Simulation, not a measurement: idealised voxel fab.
The following is a process module called voxel tone inversion.
This is section cut - it's 265 nm across, gridded in 5 nm square cells.
Each cross-section below is a grid of square cells, stated as bands in top-down order, with one or more rows of cells making up each band. A band entry consists of two parts. The first gives the height of the band's top and the height of its bottom, in nm. The rest lists the band's materials from left to right, each with its width in nm. A single material labelled with the word "full width" fills the band from edge to edge, and the word "blank" marks empty space. We count height from 0. Below that, the starting wafer is all one material. The lowest band never ends at the bottom but goes on down; see "0 nm and below" for how that is written. It should be noted that a width expressed as "30 to 40" varies in equal increments from row to row of cells within the band, taking the value of the first number at the top row and that of the second number at the bottom row. "everything unchanged" after a step means that no cell of the cross-section changed. Heads up: "Internal closed voids" only lists the empty pockets with no open path to the top that are 8 cells or more, and it writes them as width x height at distance, distance from the left edge, in nm. Heads up: the bit after the settings on a step's line is the simulator's remark on that step. overlay nm: on a step with a mask, how far right of its planned place the mask lay; negative means left.

Listed below are the process steps as planned
| 1 | RECEIVE, material Si |
| 2 | CONFORMAL_DEP, material SiCN, thk nm 5 |
| 3 | DIRECTIONAL_DEP, material aC, thk nm 20 |
| 4 | PATTERN, tone cover, mask id POSTS, material resist, width nm 20, pitch nm 45, thk nm 25, overlay nm 0 |
| 5 | DIRECTIONAL_ETCH, etch materials aC, depth nm 20 |
| 6 | STRIP, etch materials resist |
| 7 | FILL_DEP, material lowk, thk nm 5 |
| 8 | CMP, height nm 25 |
| 9 | STRIP, etch materials aC |
| 10 | CONFORMAL_DEP, material TiN, thk nm 5 |
| 11 | FILL_DEP, material Ru, thk nm 5 |
| 12 | CMP, height nm 25 |
| 13 | CONFORMAL_DEP, material SiCN, thk nm 5 |

Wafer at receipt (post step 1), cross-section
	0 nm and below  Si full width
	Internal closed voids: none

Module complete - cross-section of the first of two wafers, run according to plan
	30 nm to 25 nm  SiCN full width
	25 nm to 10 nm  75 nm lowk | 5 nm TiN | 10 nm Ru | 5 nm TiN | 25 nm lowk | 5 nm TiN | 10 nm Ru | 5 nm TiN | 25 nm lowk | 5 nm TiN | 10 nm Ru | 5 nm TiN | 80 nm lowk
	10 nm to 5 nm  75 nm lowk | 20 nm TiN | 25 nm lowk | 20 nm TiN | 25 nm lowk | 20 nm TiN | 80 nm lowk
	5 nm to 0 nm  SiCN full width
	0 nm and below  Si full width
	Internal closed voids: none

Second wafer cross-section at end of module - shared start and plan with the first, one mistake in the run
	30 nm to 25 nm  SiCN full width
	25 nm to 10 nm  80 nm lowk | 5 nm TiN | 10 nm Ru | 5 nm TiN | 25 nm lowk | 5 nm TiN | 10 nm Ru | 5 nm TiN | 25 nm lowk | 5 nm TiN | 10 nm Ru | 5 nm TiN | 75 nm lowk
	10 nm to 5 nm  80 nm lowk | 20 nm TiN | 25 nm lowk | 20 nm TiN | 25 nm lowk | 20 nm TiN | 75 nm lowk
	5 nm to 0 nm  SiCN full width
	0 nm and below  Si full width
	Internal closed voids: none
Plan not followed: contrary to plan, step 4 was performed as PATTERN, tone cover, mask id POSTS, material resist, width nm 20, pitch nm 45, thk nm 25, overlay nm 5
Both wafers, final: cells per material equal; arrangement not.
